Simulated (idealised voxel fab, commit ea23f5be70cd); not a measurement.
Process module, titled voxel local oxidation
150 nm wide, 5 nm square cells: that's cross-section cut.
Cross-section format: a grid of square cells, given as bands from top to bottom; each band is one or more rows of cells.
Each band's line starts with the height of the band's top and of its bottom, in nm. Then come its materials from left to right, each with its width in nm. One material with "throughout" fills the band from edge to edge. "blank" is empty space.
The reference from which all heights are counted is 0, the level beneath which the as-received wafer is entirely one material; the lowest band, having no lower bound, proceeds downward and is written after the example "z 0 and below".
The notation "30->40" denotes a width that varies across the rows of cells in the band, beginning at the first number in the top row, finishing at the second number in the bottom row, and changing by an identical amount from each row to the next.
Given "no change" for a step, no cell of the cross-section differs between before and after that step.
The entry "Sealed-off cavities" lists the empty spaces that cover at least 8 cells and have no open path to the top. Each is written as width x height at distance, where the distance is measured from the left edge and all three values are in nm.
Post-settings text on a step line: simulator's own remark regarding the step.
overlay nm: how far to the right of its planned place the mask lay on this masked step (negative: to the left).

So here's the lineup of process steps we planned:
1. op RECEIVE | material Si
2. op CONFORMAL_DEP | material SiO2 | thk nm 5
3. op CONFORMAL_DEP | material SiN | thk nm 10
4. op MASKED_ETCH | tone cover | mask id ACTIVE | width nm 90 | etch materials SiN | depth nm 10 | overlay nm 0
5. op SELECTIVE_ETCH | etch materials SiO2 | depth nm 5
6. op OXIDIZE | depth nm 15
7. op STRIP | etch materials SiN

Delivered wafer in cross-section: state after step 1:
  z 0 and below: Si throughout
  Sealed-off cavities: none

Wafer cross-section at module end: first of two, run to plan:
  z 5 to 0: blank 35 nm / SiO2 80 nm / blank 35 nm
  z 0 to -15: SiO2 50 nm / Si 50 nm / SiO2 50 nm
  z -15 and below: Si throughout
  Sealed-off cavities: none

Here is the second of the two wafers cut open at the end of the module - same start, same plan as the first one, but we made one mistake running it:
  z 15 to 5: blank 30 nm / SiN 90 nm / blank 30 nm
  z 5 to 0: blank 35 nm / SiO2 80 nm / blank 35 nm
  z 0 to -15: SiO2 50 nm / Si 50 nm / SiO2 50 nm
  z -15 and below: Si throughout
  Sealed-off cavities: none
The mistake made against the process plan was this: step 7 of the plan was excluded from execution and never run
The closing comparison, in cells, has the second wafer with more or fewer of some materials than the first: SiN +36
